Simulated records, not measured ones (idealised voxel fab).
process module | voxel ribs on slabs
cross-section cut | 260 nm wide | cells 5 nm
A cross-section is a grid of square cells, given in bands from the top down. A band is one or more rows of cells.
Each band's line starts with the height of the band's top and of its bottom, in nm. Then come its materials from left to right, each with its width in nm. One material with "throughout" fills the band from edge to edge. "air" is empty space.
Height 0 is the level under which the wafer as received is all one material. The lowest band goes on downwards, as in "0 down".
A width such as "30 to 40" changes by the same amount from each row of cells to the next, from the band's top row to its bottom row.
"no change" after a step means that no cell of the cross-section changed.
closed voids: empty space of 8 cells or more with no open way to the top, each as width x height at its distance from the left edge, in nm
after a step's settings: what the simulator itself notes on the step
overlay nm, on a step with a mask: how far to the right of its planned place the mask lay; to the left if negative
plan
1 op RECEIVE | material Si
2 op DIRECTIONAL_DEP | material SiO2 | thk nm 20
3 op DIRECTIONAL_DEP | material polySi | thk nm 15
4 op DIRECTIONAL_DEP | material aC | thk nm 15
5 op PATTERN | tone cover | mask id RIB | material resist | width nm 20 | thk nm 30 | overlay nm 0
6 op DIRECTIONAL_ETCH | etch materials aC | depth nm 15
7 op STRIP | etch materials resist
8 op DIRECTIONAL_ETCH | etch materials polySi | depth nm 5
9 op STRIP | etch materials aC
10 op DIRECTIONAL_DEP | material aC | thk nm 15
11 op PATTERN | tone cover | mask id SLAB | material resist | width nm 60 | thk nm 30 | overlay nm 0
12 op DIRECTIONAL_ETCH | etch materials aC | depth nm 15
13 op STRIP | etch materials resist
14 op DIRECTIONAL_ETCH | etch materials polySi | depth nm 10
15 op STRIP | etch materials aC
16 op FILL_DEP | material SiO2 | thk nm 25
17 op CMP | height nm 55
18 op DIRECTIONAL_DEP | material W | thk nm 10
19 op MASKED_ETCH | tone cover | mask id HEATER | width nm 30 | etch materials W | depth nm 10 | overlay nm 0
20 op CONFORMAL_DEP | material SiO2 | thk nm 5
as received, after step 1
  0 down: Si throughout
  closed voids: none
first wafer at the end, as planned
  70 to 65: air 110 | SiO2 40 | air 110
  65 to 60: air 110 | SiO2 5 | W 30 | SiO2 5 | air 110
  60 to 55: SiO2 115 | W 30 | SiO2 115
  55 to 35: SiO2 throughout
  35 to 30: SiO2 120 | polySi 20 | SiO2 120
  30 to 20: SiO2 100 | polySi 60 | SiO2 100
  20 to 0: SiO2 throughout
  0 down: Si throughout
  closed voids: none
second wafer at the end: like start, like plan, one mistake
  70 to 65: SiO2 120 | air 20 | SiO2 120
  65 to 60: W 115 | SiO2 5 | air 20 | SiO2 5 | W 115
  60 to 55: W 115 | SiO2 30 | W 115
  55 to 35: SiO2 throughout
  35 to 30: SiO2 120 | polySi 20 | SiO2 120
  30 to 20: SiO2 100 | polySi 60 | SiO2 100
  20 to 0: SiO2 throughout
  0 down: Si throughout
  closed voids: none
what went wrong: step 19 ran as: op MASKED_ETCH | tone open | mask id HEATER | width nm 30 | etch materials W | depth nm 10 | overlay nm 0
at the end the second wafer has, in cells: 80 more of W
